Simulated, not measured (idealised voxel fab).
Process module name: voxel self aligned vias
Pictured: cross-section cut, 220 nm wide, on a grid of 5 nm square cells.
If you're reading a cross-section in this doc, picture square cells in a grid; it comes to you as bands, top ones listed first down to the bottom, and a band can be one or more rows of cells.
It is stipulated that each band's entry specify, in nanometres, the height of the top of the band and then that of its bottom, followed by the materials of the band in left-to-right sequence, each together with its width in nanometres. A single material marked by the word "edge to edge" is understood to fill the band from edge to edge; the word "air" is understood to denote empty space.
Heights are reckoned from 0. Under this level, the received wafer is all of one material. The bottommost band is open-ended downward, for example "0 and below".
A width such as "30..40" changes by the same amount from each row of cells to the next, from the band's top row to its bottom row.
No cell of the cross-section changed in a step that is given as "all unchanged".
"Enclosed void list": sealed empty spaces, 8 cells or more, no open way to top, listed width x height at distance, with distance from the left edge and width, height and distance in nm.
Past the settings on a step's line: simulator remark, on that step.
If you see "overlay nm" on a step's line and that step has a mask, it's telling you how far right of where it was planned the mask ended up; a negative number means it went left instead.
## List of planned process steps
1: RECEIVE (material Si)
2: CONFORMAL_DEP (material SiO2; thk nm 10)
3: CONFORMAL_DEP (material SiCN; thk nm 5)
4: DIRECTIONAL_DEP (material lowk; thk nm 25)
5: PATTERN (tone open; mask id LINES; material resist; width nm 20; pitch nm 55; thk nm 15; overlay nm 0)
6: DIRECTIONAL_ETCH (etch materials lowk; depth nm 25)
7: STRIP (etch materials resist)
8: CONFORMAL_DEP (material TiN; thk nm 5)
9: FILL_DEP (material Ru; thk nm 5)
10: CMP (height nm 40)
11: SELECTIVE_ETCH (etch materials W Ru TiN; depth nm 10)
12: FILL_DEP (material SiN; thk nm 10)
13: CMP (height nm 40)
14: DIRECTIONAL_DEP (material lowk; thk nm 20)
15: MASKED_ETCH (tone open; mask id VIAS; width nm 40; etch materials lowk; depth nm 20; overlay nm 0)
16: MASKED_ETCH (tone open; mask id VIAS; width nm 40; etch materials SiN; depth nm 10; overlay nm 0)
17: CONFORMAL_DEP (material TiN; thk nm 5)
18: FILL_DEP (material W; thk nm 10)
19: CMP (height nm 60)
20: CONFORMAL_DEP (material SiCN; thk nm 5)
## Shown in cross-section is the wafer as received, that is, as it stands after step 1
* 0 and below  Si edge to edge
* Enclosed void list: none
## The first of two wafers, cross-sectioned at the end of the module, with the run proceeding as planned
* 65 down to 60  SiCN edge to edge
* 60 down to 45  60 of lowk, 5 of TiN, 30 of W, 5 of TiN, 120 of lowk
* 45 down to 40  60 of lowk, 15 of TiN, 10 of W, 15 of TiN, 120 of lowk
* 40 down to 35  70 of lowk, 5 of TiN, 10 of W, 5 of TiN, 35 of lowk, 20 of SiN, 75 of lowk
* 35 down to 30  70 of lowk, 20 of TiN, 35 of lowk, 20 of SiN, 75 of lowk
* 30 down to 20  70 of lowk, 5 of TiN, 10 of Ru, 5 of TiN, 35 of lowk, 5 of TiN, 10 of Ru, 5 of TiN, 75 of lowk
* 20 down to 15  70 of lowk, 20 of TiN, 35 of lowk, 20 of TiN, 75 of lowk
* 15 down to 10  SiCN edge to edge
* 10 down to 0  SiO2 edge to edge
* 0 and below  Si edge to edge
* Enclosed void list: none
## Cross-section of the latter of the two wafers at module completion. It had an identical start and an identical plan to the former; in running it, one mistake was made
* 65 down to 60  SiCN edge to edge
* 60 down to 40  60 of lowk, 5 of TiN, 30 of W, 5 of TiN, 120 of lowk
* 40 down to 35  60 of lowk, 5 of TiN, 30 of W, 5 of TiN, 25 of lowk, 20 of SiN, 75 of lowk
* 35 down to 30  60 of lowk, 40 of TiN, 25 of lowk, 20 of SiN, 75 of lowk
* 30 down to 20  60 of lowk, 15 of TiN, 10 of Ru, 15 of TiN, 25 of lowk, 5 of TiN, 10 of Ru, 5 of TiN, 75 of lowk
* 20 down to 15  70 of lowk, 20 of TiN, 35 of lowk, 20 of TiN, 75 of lowk
* 15 down to 10  SiCN edge to edge
* 10 down to 0  SiO2 edge to edge
* 0 and below  Si edge to edge
* Enclosed void list: none
Misprocessing identified: heads up, step 15 of the plan got done twice
At the finish, the second wafer shows more or fewer cells for some materials than the first does: +8 TiN | +8 W | -16 lowk
